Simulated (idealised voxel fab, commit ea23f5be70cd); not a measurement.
The following is a process module called voxel ribs on slabs.
In the cross-section labelled cut, the width is 205 nm and each square cell is 5 nm.
A cross-section in this document is a grid of square cells, and it is written down as bands, the top band listed before the ones below it; a band is made up of one or more rows of cells. First you get the band's top height and its bottom height, in nm, and then the materials it's made of, left to right, with each width in nm. If you see a single material with "throughout", that one covers the band edge to edge. "air" is empty space. The level at which height equals 0 is the one under which the wafer, as it arrives, is entirely one material. No lower edge exists for the bottom band, which continues downward and is notated as in "top 0, no bottom". When a width is written as two numbers, as in "30 to 40", the first number is the width in the top row of cells of the band and the second is the width in its bottom row, and the width changes by the same amount from each row to the next. Where the words "stayed the same" appear for a step, the cross-section shows no cell changed by that step; every cell remained as before. Empty spaces counting at least 8 cells and having no open way to the top are listed in "Enclosed internal cavities". The notation width x height at distance is used for each, the distance being from the left edge and all three values in nm. Where a step's line continues beyond its settings, the continuation is a remark by the simulator itself on that step. When a step includes a mask, the "overlay nm" setting on its line states how far to the right of its planned place that mask lay, and negative values state how far to the left.
Plan
| 1 | RECEIVE,material Si |
| 2 | DIRECTIONAL_DEP,material SiO2,thk nm 25 |
| 3 | DIRECTIONAL_DEP,material SiN,thk nm 15 |
| 4 | DIRECTIONAL_DEP,material aC,thk nm 10 |
| 5 | PATTERN,tone cover,mask id RIB,material resist,width nm 20,thk nm 25,overlay nm 0 |
| 6 | DIRECTIONAL_ETCH,etch materials aC,depth nm 10 |
| 7 | STRIP,etch materials resist |
| 8 | DIRECTIONAL_ETCH,etch materials SiN,depth nm 5 |
| 9 | STRIP,etch materials aC |
| 10 | MASKED_ETCH,tone cover,mask id SLAB,width nm 60,etch materials SiN,depth nm 10,overlay nm 0 |
| 11 | FILL_DEP,material SiO2,thk nm 15 |
| 12 | CMP,height nm 50 |
| 13 | DIRECTIONAL_DEP,material W,thk nm 10 |
| 14 | PATTERN,tone cover,mask id HEATER,material resist,width nm 30,thk nm 15,overlay nm 0 |
| 15 | DIRECTIONAL_ETCH,etch materials W,depth nm 10 |
| 16 | STRIP,etch materials resist |
| 17 | CONFORMAL_DEP,material SiN,thk nm 5 |
Incoming wafer, cross-sectional view, post step 1
	top 0, no bottom  Si throughout
	Enclosed internal cavities: none
Figure: cross-sectional view of the wafer upon completion of the module, processed from the initial state and according to the plan depicted above, with one error introduced during execution
	top 65, bottom 60  air (80) | SiN (40) | air (85)
	top 60, bottom 55  air (80) | SiN (5) | W (30) | SiN (5) | air (85)
	top 55, bottom 50  SiN (85) | W (30) | SiN (90)
	top 50, bottom 45  SiO2 throughout
	top 45, bottom 35  SiO2 (70) | SiN (60) | SiO2 (75)
	top 35, bottom 25  aC throughout
	top 25, bottom 0  SiO2 throughout
	top 0, no bottom  Si throughout
	Enclosed internal cavities: none
What was the processing mistake? plan vs actual: 3 and 4 interchanged
